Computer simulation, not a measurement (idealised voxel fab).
Proc. module: voxel ribs on slabs
In the cross-section labelled cut, the width is 185 nm and each square cell is 5 nm.
Cross-section = grid of square cells, listed top down in bands; band = one or more rows.
Read a band's entry like this: the first values are the height of its top and the height of its bottom in nm, and what follows is the sequence of materials from left to right, each with its width in nm. Note that "air" is empty space, and that a single material marked "everywhere" reaches across the band from edge to edge.
Convention: height 0 is the level below which the wafer, as received, is all one material. The lowest band does not terminate at the bottom but continues downward, represented as "0 and below".
Width "30 to 40": first value at the band's top row of cells, second value at its bottom row, equal change from row to row.
Reading "no change occurred" for a step: not a cell of the cross-section changed in it.
The entry "Unvented cavities" lists the empty spaces that cover at least 8 cells and have no open path to the top. Each is written as width x height at distance, where the distance is measured from the left edge and all three values are in nm.
Step line, after settings: the simulator's comment on this step.
The "overlay nm" setting may appear on a step's line; for a step that uses a mask, it gives how far to the right of its planned position the mask lay, and a negative value indicates the left.
The process steps that were planned are listed below
1: RECEIVE (material Si)
2: DIRECTIONAL_DEP (material SiO2; thk nm 25)
3: DIRECTIONAL_DEP (material SiN; thk nm 20)
4: MASKED_ETCH (tone cover; mask id RIB; width nm 25; etch materials SiN; depth nm 10; overlay nm 0)
5: MASKED_ETCH (tone cover; mask id SLAB; width nm 75; etch materials SiN; depth nm 10; overlay nm 0)
6: FILL_DEP (material SiO2; thk nm 25)
7: CMP (height nm 60)
8: DIRECTIONAL_DEP (material TiN; thk nm 10)
9: MASKED_ETCH (tone cover; mask id HEATER; width nm 35; etch materials TiN; depth nm 10; overlay nm 0)
10: CONFORMAL_DEP (material SiO2; thk nm 5)
Cross-section of the wafer upon arrival, representing the state reached after step 1
* 0 and below: Si everywhere
* Unvented cavities: none
Final wafer profile in cross-section after the module, from the same start and plan as above, with one mistake made during processing
* 75 down to 70: SiO2 80 / air 25 / SiO2 80
* 70 down to 65: TiN 75 / SiO2 5 / air 25 / SiO2 5 / TiN 75
* 65 down to 60: TiN 75 / SiO2 35 / TiN 75
* 60 down to 45: SiO2 everywhere
* 45 down to 35: SiO2 80 / SiN 25 / SiO2 80
* 35 down to 25: SiO2 55 / SiN 75 / SiO2 55
* 25 down to 0: SiO2 everywhere
* 0 and below: Si everywhere
* Unvented cavities: none
Heads up, the wafer didn't run the way we planned it: note that step 9 departed from the planned setting and was carried out as MASKED_ETCH (tone open; mask id HEATER; width nm 35; etch materials TiN; depth nm 10; overlay nm 0)
